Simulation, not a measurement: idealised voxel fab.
This section sets out a process module, namely voxel self aligned vias.
Pictured: cross-section cut, 145 nm wide, on a grid of 5 nm square cells.
This document writes a cross-section as a grid whose cells are square, and gives it as bands, listed from the top down; one or more rows of cells form a band.
Read a band's entry like this: the first values are the height of its top and the height of its bottom in nm, and what follows is the sequence of materials from left to right, each with its width in nm. Note that "air" is empty space, and that a single material marked "all across" reaches across the band from edge to edge.
Note: height 0 marks the level under which the wafer is uniformly one material as received. Lowest band unbounded below, written "0 -> down".
The expression "30 to 40" gives the width at the extremes of the band, the first number at its top row of cells and the second at its bottom row, with the width changing by equal amounts from each row to the next in between.
Step note "identical to before" = no cross-section cell changed.
In "Sealed void inventory" the enclosed voids are listed, meaning empty spaces of 8 cells or larger without any opening to the top. The form is width x height at distance, distance from the left edge, units nm.
If you see something after the settings on a step's line, that's the simulator's own remark about that step.
The "overlay nm" setting may appear on a step's line; for a step that uses a mask, it gives how far to the right of its planned position the mask lay, and a negative value indicates the left.
-- List of planned process steps
1: op RECEIVE | material Si
2: op CONFORMAL_DEP | material SiO2 | thk nm 10
3: op CONFORMAL_DEP | material SiCN | thk nm 5
4: op DIRECTIONAL_DEP | material SiO2 | thk nm 20
5: op MASKED_ETCH | tone open | mask id LINES | width nm 20 | pitch nm 45 | etch materials SiO2 | depth nm 20 | overlay nm 0
6: op CONFORMAL_DEP | material TiN | thk nm 5
7: op FILL_DEP | material W | thk nm 5
8: op CMP | height nm 35
9: op SELECTIVE_ETCH | etch materials W Ru TiN | depth nm 10
10: op FILL_DEP | material SiN | thk nm 10
11: op CMP | height nm 35
12: op DIRECTIONAL_DEP | material SiO2 | thk nm 15
13: op PATTERN | tone open | mask id VIAS | material resist | width nm 30 | thk nm 20 | overlay nm 0
14: op DIRECTIONAL_ETCH | etch materials SiO2 | depth nm 15
15: op DIRECTIONAL_ETCH | etch materials SiN | depth nm 10
16: op STRIP | etch materials resist
17: op CONFORMAL_DEP | material TiN | thk nm 5
18: op FILL_DEP | material W | thk nm 5
19: op CMP | height nm 50
20: op CONFORMAL_DEP | material SiCN | thk nm 5
-- Cross-section of the wafer at receipt, which is the condition after step 1
  0 -> down: Si all across
  Sealed void inventory: none
-- Wafer cross-section at module end: first of two, run to plan
  55 -> 50: SiCN all across
  50 -> 40: SiO2 35; TiN 5; W 20; TiN 5; SiO2 80
  40 -> 35: SiO2 35; TiN 10; W 10; TiN 10; SiO2 80
  35 -> 30: SiO2 40; TiN 5; W 10; TiN 5; SiO2 25; SiN 20; SiO2 40
  30 -> 25: SiO2 40; TiN 20; SiO2 25; SiN 20; SiO2 40
  25 -> 20: SiO2 40; TiN 5; W 10; TiN 5; SiO2 25; TiN 5; W 10; TiN 5; SiO2 40
  20 -> 15: SiO2 40; TiN 20; SiO2 25; TiN 20; SiO2 40
  15 -> 10: SiCN all across
  10 -> 0: SiO2 all across
  0 -> down: Si all across
  Sealed void inventory: none
-- Wafer two, sectioned after the module: the first wafer's start, the first wafer's plan, and one mistake in how it was run
  55 -> 50: SiCN all across
  50 -> 35: SiO2 35; TiN 5; W 20; TiN 5; SiO2 80
  35 -> 30: SiO2 35; TiN 5; W 20; TiN 5; SiO2 20; SiN 20; SiO2 40
  30 -> 25: SiO2 35; TiN 30; SiO2 20; SiN 20; SiO2 40
  25 -> 20: SiO2 35; TiN 10; W 10; TiN 10; SiO2 20; TiN 5; W 10; TiN 5; SiO2 40
  20 -> 15: SiO2 40; TiN 20; SiO2 25; TiN 20; SiO2 40
  15 -> 10: SiCN all across
  10 -> 0: SiO2 all across
  0 -> down: Si all across
  Sealed void inventory: none
The mistake made against the process plan was this: step 14 from the plan got run twice
Upon completion, the second wafer contains, in terms of cells, a greater or smaller amount of certain materials than the first wafer: -6 SiO2, +2 TiN, +4 W
